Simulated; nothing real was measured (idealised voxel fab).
process module | voxel tone inversion
cross-section cut | 280 nm wide | cells 5 nm
A cross-section is a grid of square cells, given in bands from the top down. A band is one or more rows of cells.
Each band's line starts with the height of the band's top and of its bottom, in nm. Then come its materials from left to right, each with its width in nm. One material with "throughout" fills the band from edge to edge. "air" is empty space.
Height 0 is the level under which the wafer as received is all one material. The lowest band goes on downwards, as in "0 down".
A width such as "30 to 40" changes by the same amount from each row of cells to the next, from the band's top row to its bottom row.
"no change" after a step means that no cell of the cross-section changed.
closed voids: empty space of 8 cells or more with no open way to the top, each as width x height at its distance from the left edge, in nm
after a step's settings: what the simulator itself notes on the step
overlay nm, on a step with a mask: how far to the right of its planned place the mask lay; to the left if negative
plan
1 op RECEIVE | material Si
2 op CONFORMAL_DEP | material SiN | thk nm 10
3 op DIRECTIONAL_DEP | material aC | thk nm 20
4 op PATTERN | tone cover | mask id POSTS | material resist | width nm 20 | pitch nm 40 | thk nm 30 | overlay nm 0
5 op DIRECTIONAL_ETCH | etch materials aC | depth nm 20
6 op STRIP | etch materials resist
7 op FILL_DEP | material lowk | thk nm 5
8 op CMP | height nm 30
9 op STRIP | etch materials aC
10 op CONFORMAL_DEP | material TiN | thk nm 5
11 op FILL_DEP | material Ru | thk nm 5
12 op CMP | height nm 30
13 op CONFORMAL_DEP | material SiCN | thk nm 5
as received, after step 1
  0 down: Si throughout
  closed voids: none
a wafer at the end: this start, this plan, one mistake
  35 to 30: SiCN throughout
  30 to 10: TiN throughout
  10 to 0: SiN throughout
  0 down: Si throughout
  closed voids: none
what went wrong: step 3 ran as: op DIRECTIONAL_DEP | material TiN | thk nm 20
